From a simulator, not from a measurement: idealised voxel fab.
Herein follows the process module entitled voxel ribs on slabs.
The cross-section on display is named cut; it measures 270 nm wide, and its cells are 5 nm squares.
In this document a cross-section is written as a grid of square cells. It is given as a series of bands, listed from the top down, and a band is one or more rows of cells. Band entry format. Leading values: height of top, height of bottom, nm. Remainder: materials in left-to-right order, each with its width in nm. Special words: "all across" on a single material, which then fills the band edge to edge; "blank", empty space. We count height from 0. Below that, the starting wafer is all one material. The lowest band never ends at the bottom but goes on down; see "0 and below" for how that is written. The two numbers in a width such as "30->40" mark its ends across the band: the first belongs to the top row of cells, the second to the bottom row, and from each row to the next the width moves by the same amount. "identical to before" -> step changed no cross-section cell. "Closed void register" means: voids of 8 cells or more that are shut off from the top with no open way through. Written width x height at distance, distance from the left edge, in nm. Heads up: the bit after the settings on a step's line is the simulator's remark on that step. overlay nm, on a step with a mask: how far to the right of its planned place the mask lay; to the left if negative.

Intended process steps
1. RECEIVE,material Si
2. DIRECTIONAL_DEP,material SiO2,thk nm 25
3. DIRECTIONAL_DEP,material polySi,thk nm 25
4. DIRECTIONAL_DEP,material aC,thk nm 15
5. PATTERN,tone cover,mask id RIB,material resist,width nm 15,thk nm 35,overlay nm 0
6. DIRECTIONAL_ETCH,etch materials aC,depth nm 15
7. STRIP,etch materials resist
8. DIRECTIONAL_ETCH,etch materials polySi,depth nm 15
9. STRIP,etch materials aC
10. PATTERN,tone cover,mask id SLAB,material resist,width nm 75,thk nm 20,overlay nm 0
11. DIRECTIONAL_ETCH,etch materials polySi,depth nm 10
12. STRIP,etch materials resist
13. FILL_DEP,material SiO2,thk nm 20
14. CMP,height nm 60
15. DIRECTIONAL_DEP,material W,thk nm 5
16. DIRECTIONAL_DEP,material aC,thk nm 10
17. PATTERN,tone cover,mask id HEATER,material resist,width nm 25,thk nm 30,overlay nm 0
18. DIRECTIONAL_ETCH,etch materials aC,depth nm 10
19. STRIP,etch materials resist
20. DIRECTIONAL_ETCH,etch materials W,depth nm 5
21. STRIP,etch materials aC
22. CONFORMAL_DEP,material SiO2,thk nm 5

Shown in cross-section is the wafer as received, that is, as it stands after step 1
  0 and below  Si all across
  Closed void register: none

Cross-section taken at module completion on the first of two wafers; processed per the plan
  70 down to 65  115 of blank / 35 of SiO2 / 120 of blank
  65 down to 60  120 of SiO2 / 25 of W / 125 of SiO2
  60 down to 50  SiO2 all across
  50 down to 35  125 of SiO2 / 15 of polySi / 130 of SiO2
  35 down to 25  95 of SiO2 / 75 of polySi / 100 of SiO2
  25 down to 0  SiO2 all across
  0 and below  Si all across
  Closed void register: none

Cross-section, wafer two of two, end of module: same start and plan as wafer one, one error in execution
  70 down to 65  115 of blank / 35 of SiO2 / 120 of blank
  65 down to 60  120 of SiO2 / 25 of W / 125 of SiO2
  60 down to 50  95 of SiO2 / 75 of polySi / 100 of SiO2
  50 down to 0  SiO2 all across
  0 and below  Si all across
  Closed void register: none
Against the plan, the run slipped here: regarding the plan, step 2 was run twice
Materials where the second wafer ends with more or fewer cells than the first: +9 SiO2, -9 polySi
